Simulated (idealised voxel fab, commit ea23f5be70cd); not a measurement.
Process module in this document: voxel trench capacitor
Section shown: cut. Width: 175 nm. Cell size: 5 nm, square.
Cross-section = grid of square cells, listed top down in bands; band = one or more rows.
Band entry format. Leading values: height of top, height of bottom, nm. Remainder: materials in left-to-right order, each with its width in nm. Special words: "all across" on a single material, which then fills the band edge to edge; "air", empty space.
Where do heights start? At 0: under that level the wafer as delivered is made of one material only. And the lowest band has no floor; it just carries on downward, as in "top 0, no bottom".
Per-row width for "30->40": begins at first number (top row of band), ends at second number (bottom row), increment between rows held constant.
"no alterations made" for a step: no cell of the cross-section changed in that step.
Reported under the label "Fully closed voids" are the empty spaces having no open way to the top and comprising 8 cells or more; the notation for each is width x height at distance, in which the distance is measured from the left edge and all three values are in nm.
Note: text after step settings on the step line = simulator remark on that step.
The setting "overlay nm" may be written on the line of a step. When the step uses a mask, the value reports how far to the right of the planned place the mask lay, and a negative value reports that it lay to the left.

This section lists the process steps that were planned
1: op RECEIVE | material Si
2: op CONFORMAL_DEP | material SiN | thk nm 10
3: op PATTERN | tone open | mask id TRENCH | material resist | width nm 25 | pitch nm 45 | thk nm 15 | overlay nm -15
4: op DIRECTIONAL_ETCH | etch materials SiN | depth nm 10
5: op DIRECTIONAL_ETCH | etch materials Si | depth nm 40
6: op STRIP | etch materials resist
7: op CONFORMAL_DEP | material HfO2 | thk nm 5
8: op CONFORMAL_DEP | material TiN | thk nm 5
9: op FILL_DEP | material W | thk nm 5
10: op CMP | height nm 10
Heads up: all these wafers start the same, and what changes between them is the overlay nm in step 3. The value you see in the plan is just what the first wafer got.

As-received cross-section, first of several wafers, post step 1
    top 0, no bottom  Si all across
    Fully closed voids: none

Cross-sectional representation of the first of several wafers at the end of the module, i.e. after its terminal step, step 10
    top 10, bottom 0  35 of SiN  5 of HfO2  5 of TiN  5 of W  5 of TiN  5 of HfO2  20 of SiN  5 of HfO2  5 of TiN  5 of W  5 of TiN  5 of HfO2  70 of SiN
    top 0, bottom -30  35 of Si  5 of HfO2  5 of TiN  5 of W  5 of TiN  5 of HfO2  20 of Si  5 of HfO2  5 of TiN  5 of W  5 of TiN  5 of HfO2  70 of Si
    top -30, bottom -35  35 of Si  5 of HfO2  15 of TiN  5 of HfO2  20 of Si  5 of HfO2  15 of TiN  5 of HfO2  70 of Si
    top -35, bottom -40  35 of Si  25 of HfO2  20 of Si  25 of HfO2  70 of Si
    top -40, no bottom  Si all across
    Fully closed voids: none

Last wafer at the end
    top 10, bottom 0  65 of SiN  5 of HfO2  5 of TiN  5 of W  5 of TiN  5 of HfO2  20 of SiN  5 of HfO2  5 of TiN  5 of W  5 of TiN  5 of HfO2  40 of SiN
    top 0, bottom -30  65 of Si  5 of HfO2  5 of TiN  5 of W  5 of TiN  5 of HfO2  20 of Si  5 of HfO2  5 of TiN  5 of W  5 of TiN  5 of HfO2  40 of Si
    top -30, bottom -35  65 of Si  5 of HfO2  15 of TiN  5 of HfO2  20 of Si  5 of HfO2  15 of TiN  5 of HfO2  40 of Si
    top -35, bottom -40  65 of Si  25 of HfO2  20 of Si  25 of HfO2  40 of Si
    top -40, no bottom  Si all across
    Fully closed voids: none

Row per wafer, end-of-module: cell gain (+)/loss (-) by material since the wafer came in, then closed voids
overlay nm -15 | +46 HfO2 | -80 Si | +50 SiN | +38 TiN | +16 W | Fully closed voids: none
overlay nm -10 | +46 HfO2 | -80 Si | +50 SiN | +38 TiN | +16 W | Fully closed voids: none
overlay nm -5 | +46 HfO2 | -80 Si | +50 SiN | +38 TiN | +16 W | Fully closed voids: none
overlay nm 0 | +46 HfO2 | -80 Si | +50 SiN | +38 TiN | +16 W | Fully closed voids: none
overlay nm 5 | +46 HfO2 | -80 Si | +50 SiN | +38 TiN | +16 W | Fully closed voids: none
overlay nm 10 | +46 HfO2 | -80 Si | +50 SiN | +38 TiN | +16 W | Fully closed voids: none
overlay nm 15 | +46 HfO2 | -80 Si | +50 SiN | +38 TiN | +16 W | Fully closed voids: none
